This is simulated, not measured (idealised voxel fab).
Name of the process module below: voxel wiring stack
Each square cell in cross-section cut measures 5 nm, and the section as a whole is 195 nm wide.
When this document writes out a cross-section, it uses a grid of square cells and lists it as bands, beginning at the top and moving down, with a band standing for one or more rows of cells. Heights first: top, then bottom, in nm. Then materials, left to right, each with a width in nm. "edge to edge" on a single material: fills the band edge to edge. "empty": empty space. Height 0 is the level under which the wafer as received is all one material. The lowest band goes on downwards, as in "0 -> down". Width "30 to 40": first value at the band's top row of cells, second value at its bottom row, equal change from row to row. Basically "no alterations made" means that step didn't change any cell in the cross-section. If an empty space has no open way to the top and is at least 8 cells in size, "Enclosed void inventory" lists it, written width x height at distance, where distance is measured from the left edge and every value is in nm. Text after the settings on a step's line: the simulator's own remark on that step. The "overlay nm" setting may appear on a step's line; for a step that uses a mask, it gives how far to the right of its planned position the mask lay, and a negative value indicates the left.
So here's the lineup of process steps we planned
1: RECEIVE,material Si
2: CONFORMAL_DEP,material SiO2,thk nm 15
3: CONFORMAL_DEP,material SiN,thk nm 5
4: DIRECTIONAL_DEP,material lowk,thk nm 25
5: DIRECTIONAL_DEP,material aC,thk nm 15
6: PATTERN,tone open,mask id METAL_1,material resist,width nm 25,pitch nm 55,thk nm 35,overlay nm 0
7: DIRECTIONAL_ETCH,etch materials aC,depth nm 15
8: STRIP,etch materials resist
9: DIRECTIONAL_ETCH,etch materials lowk,depth nm 25
10: DIRECTIONAL_ETCH,etch materials SiN,depth nm 5
11: STRIP,etch materials aC
12: CONFORMAL_DEP,material TiN,thk nm 5
13: FILL_DEP,material Ru,thk nm 5
14: CMP,height nm 45
15: CONFORMAL_DEP,material SiCN,thk nm 5
16: DIRECTIONAL_DEP,material SiO2,thk nm 30
17: PATTERN,tone open,mask id METAL_2,material resist,width nm 25,pitch nm 55,thk nm 15,overlay nm 0
18: DIRECTIONAL_ETCH,etch materials SiO2,depth nm 20
19: STRIP,etch materials resist
20: DIRECTIONAL_DEP,material aC,thk nm 15
21: PATTERN,tone open,mask id METAL_2_HOLES,material resist,width nm 15,pitch nm 55,thk nm 35,overlay nm 0
22: DIRECTIONAL_ETCH,etch materials aC,depth nm 15
23: STRIP,etch materials resist
24: DIRECTIONAL_ETCH,etch materials SiO2,depth nm 10
25: DIRECTIONAL_ETCH,etch materials SiCN,depth nm 5
26: STRIP,etch materials aC
27: CONFORMAL_DEP,material TiN,thk nm 5
28: FILL_DEP,material Cu,thk nm 5
29: CMP,height nm 80
30: CONFORMAL_DEP,material SiCN,thk nm 5
31: DIRECTIONAL_DEP,material SiO2,thk nm 35
32: PATTERN,tone open,mask id METAL_3_HOLES,material resist,width nm 15,thk nm 20,overlay nm 0
33: DIRECTIONAL_ETCH,etch materials SiO2,depth nm 35
34: STRIP,etch materials resist
35: DIRECTIONAL_DEP,material aC,thk nm 15
36: PATTERN,tone open,mask id METAL_3,material resist,width nm 25,pitch nm 55,thk nm 35,overlay nm 0
37: DIRECTIONAL_ETCH,etch materials aC,depth nm 15
38: STRIP,etch materials resist
39: DIRECTIONAL_ETCH,etch materials SiO2,depth nm 20
40: DIRECTIONAL_ETCH,etch materials SiCN,depth nm 5
41: STRIP,etch materials aC
42: CONFORMAL_DEP,material TiN,thk nm 5
43: FILL_DEP,material Cu,thk nm 10
44: CMP,height nm 120
45: CONFORMAL_DEP,material SiCN,thk nm 5
Delivered wafer in cross-section: state after step 1
- 0 -> down  Si edge to edge
- Enclosed void inventory: none
The first of two wafers, cross-sectioned at the end of the module, with the run proceeding as planned
- 125 -> 120  SiCN edge to edge
- 120 -> 105  SiO2 55 nm, then TiN 5 nm, then Cu 15 nm, then TiN 5 nm, then SiO2 30 nm, then TiN 5 nm, then Cu 15 nm, then TiN 5 nm, then SiO2 60 nm
- 105 -> 100  SiO2 55 nm, then TiN 5 nm, then Cu 5 nm, then TiN 15 nm, then SiO2 30 nm, then TiN 25 nm, then SiO2 60 nm
- 100 -> 85  SiO2 55 nm, then TiN 5 nm, then Cu 5 nm, then TiN 5 nm, then SiO2 125 nm
- 85 -> 80  SiCN 55 nm, then TiN 15 nm, then SiCN 125 nm
- 80 -> 65  SiO2 55 nm, then TiN 5 nm, then Cu 15 nm, then TiN 5 nm, then SiO2 30 nm, then TiN 5 nm, then Cu 15 nm, then TiN 5 nm, then SiO2 60 nm
- 65 -> 60  SiO2 55 nm, then TiN 5 nm, then Cu 5 nm, then TiN 15 nm, then SiO2 30 nm, then TiN 5 nm, then Cu 5 nm, then TiN 15 nm, then SiO2 60 nm
- 60 -> 50  SiO2 55 nm, then TiN 5 nm, then Cu 5 nm, then TiN 5 nm, then SiO2 40 nm, then TiN 5 nm, then Cu 5 nm, then TiN 5 nm, then SiO2 70 nm
- 50 -> 45  SiCN 55 nm, then TiN 15 nm, then SiCN 40 nm, then TiN 15 nm, then SiCN 70 nm
- 45 -> 20  lowk 55 nm, then TiN 5 nm, then Ru 15 nm, then TiN 5 nm, then lowk 30 nm, then TiN 5 nm, then Ru 15 nm, then TiN 5 nm, then lowk 60 nm
- 20 -> 15  SiN 55 nm, then TiN 25 nm, then SiN 30 nm, then TiN 25 nm, then SiN 60 nm
- 15 -> 0  SiO2 edge to edge
- 0 -> down  Si edge to edge
- Enclosed void inventory: none
second wafer at the end: like start, like plan, one mistake
- 125 -> 120  SiCN edge to edge
- 120 -> 105  Cu 65 nm, then TiN 5 nm, then SiO2 10 nm, then TiN 5 nm, then Cu 20 nm, then TiN 5 nm, then SiO2 25 nm, then TiN 5 nm, then Cu 55 nm
- 105 -> 100  TiN 60 nm, then Cu 5 nm, then TiN 5 nm, then SiO2 10 nm, then TiN 30 nm, then SiO2 25 nm, then TiN 60 nm
- 100 -> 90  SiO2 55 nm, then TiN 5 nm, then Cu 5 nm, then TiN 5 nm, then SiO2 125 nm
- 90 -> 85  SiO2 55 nm, then TiN 15 nm, then SiO2 125 nm
- 85 -> 80  SiCN edge to edge
- 80 -> 65  SiO2 55 nm, then TiN 5 nm, then Cu 15 nm, then TiN 5 nm, then SiO2 30 nm, then TiN 5 nm, then Cu 15 nm, then TiN 5 nm, then SiO2 60 nm
- 65 -> 60  SiO2 55 nm, then TiN 5 nm, then Cu 5 nm, then TiN 15 nm, then SiO2 30 nm, then TiN 5 nm, then Cu 5 nm, then TiN 15 nm, then SiO2 60 nm
- 60 -> 50  SiO2 55 nm, then TiN 5 nm, then Cu 5 nm, then TiN 5 nm, then SiO2 40 nm, then TiN 5 nm, then Cu 5 nm, then TiN 5 nm, then SiO2 70 nm
- 50 -> 45  SiCN 55 nm, then TiN 15 nm, then SiCN 40 nm, then TiN 15 nm, then SiCN 70 nm
- 45 -> 20  lowk 55 nm, then TiN 5 nm, then Ru 15 nm, then TiN 5 nm, then lowk 30 nm, then TiN 5 nm, then Ru 15 nm, then TiN 5 nm, then lowk 60 nm
- 20 -> 15  SiN 55 nm, then TiN 25 nm, then SiN 30 nm, then TiN 25 nm, then SiN 60 nm
- 15 -> 0  SiO2 edge to edge
- 0 -> down  Si edge to edge
- Enclosed void inventory: none
What broke from the plan during processing? planned and actual differ for step 36; actual: PATTERN,tone cover,mask id METAL_3,material resist,width nm 25,pitch nm 55,thk nm 35,overlay nm 0
Count the cells at the end and the second wafer has more or fewer of some materials than the first: Cu +65 | SiCN +3 | SiO2 -88 | TiN +20
